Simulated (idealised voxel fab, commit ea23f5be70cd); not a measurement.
The process module that follows is named voxel self aligned vias.
Xsec cut, 145 nm wide, square cell size 5 nm.
Bands, listed from the top down, are how a cross-section gets written in this document; the cross-section itself is a grid of square cells, and a band is one or more rows of them. Band: top and bottom heights (nm) first, top before bottom; then materials from left to right, widths in nm. "throughout" marks a sole material filling the band edge to edge. "empty" denotes empty space. Heads up on the height convention: 0 is the point under which the incoming wafer is all one material, and the lowest band has no bottom, it just keeps going down, like "from 0 down". The two numbers in a width such as "30->40" mark its ends across the band: the first belongs to the top row of cells, the second to the bottom row, and from each row to the next the width moves by the same amount. Take "same as before" at face value: in the step it is given for, the cross-section changed in none of its cells. "Sealed internal voids" lists enclosed empty spaces (at least 8 cells, no open path upward to the top), each as width x height at distance from the left edge, in nm. Text after the settings on a step's line: the simulator's own remark on that step. "overlay nm" denotes, for a step that has a mask, the displacement of the mask to the right of its planned place, with negative values corresponding to the left.
### plan
step 1: RECEIVE [material Si]
step 2: CONFORMAL_DEP [material SiO2] [thk nm 15]
step 3: CONFORMAL_DEP [material SiCN] [thk nm 5]
step 4: DIRECTIONAL_DEP [material SiO2] [thk nm 20]
step 5: DIRECTIONAL_DEP [material aC] [thk nm 15]
step 6: PATTERN [tone open] [mask id LINES] [material resist] [width nm 25] [pitch nm 65] [thk nm 35] [overlay nm 0]
step 7: DIRECTIONAL_ETCH [etch materials aC] [depth nm 15]
step 8: STRIP [etch materials resist]
step 9: DIRECTIONAL_ETCH [etch materials SiO2] [depth nm 20]
step 10: STRIP [etch materials aC]
step 11: CONFORMAL_DEP [material TiN] [thk nm 5]
step 12: FILL_DEP [material Ru] [thk nm 5]
step 13: CMP [height nm 40]
step 14: SELECTIVE_ETCH [etch materials W Ru TiN] [depth nm 5]
step 15: FILL_DEP [material SiN] [thk nm 5]
step 16: CMP [height nm 40]
step 17: DIRECTIONAL_DEP [material SiO2] [thk nm 20]
step 18: DIRECTIONAL_DEP [material aC] [thk nm 10]
step 19: PATTERN [tone open] [mask id VIAS] [material resist] [width nm 45] [thk nm 25] [overlay nm 0]
step 20: DIRECTIONAL_ETCH [etch materials aC] [depth nm 10]
step 21: STRIP [etch materials resist]
step 22: DIRECTIONAL_ETCH [etch materials SiO2] [depth nm 20]
step 23: DIRECTIONAL_ETCH [etch materials SiN] [depth nm 5]
step 24: STRIP [etch materials aC]
step 25: CONFORMAL_DEP [material TiN] [thk nm 5]
step 26: FILL_DEP [material W] [thk nm 10]
step 27: CMP [height nm 60]
step 28: CONFORMAL_DEP [material SiN] [thk nm 5]
### as received, after step 1
  from 0 down = Si throughout
  Sealed internal voids: none
### Module complete, cross-section. Starting point and plan per above. One mistake made in running the module
  from 65 to 60 = SiN throughout
  from 60 to 40 = 15 nm SiO2, then 5 nm TiN, then 35 nm W, then 5 nm TiN, then 85 nm SiO2
  from 40 to 35 = 15 nm SiN, then 45 nm TiN, then 85 nm SiN
  from 35 to 20 = 25 nm SiO2, then 5 nm TiN, then 15 nm Ru, then 5 nm TiN, then 40 nm SiO2, then 5 nm TiN, then 15 nm Ru, then 5 nm TiN, then 30 nm SiO2
  from 20 to 15 = 25 nm SiO2, then 25 nm TiN, then 40 nm SiO2, then 25 nm TiN, then 30 nm SiO2
  from 15 to 0 = SiO2 throughout
  from 0 down = Si throughout
  Sealed internal voids: none
Against the plan, the run slipped here: step 3 from the plan never happened, it was just skipped
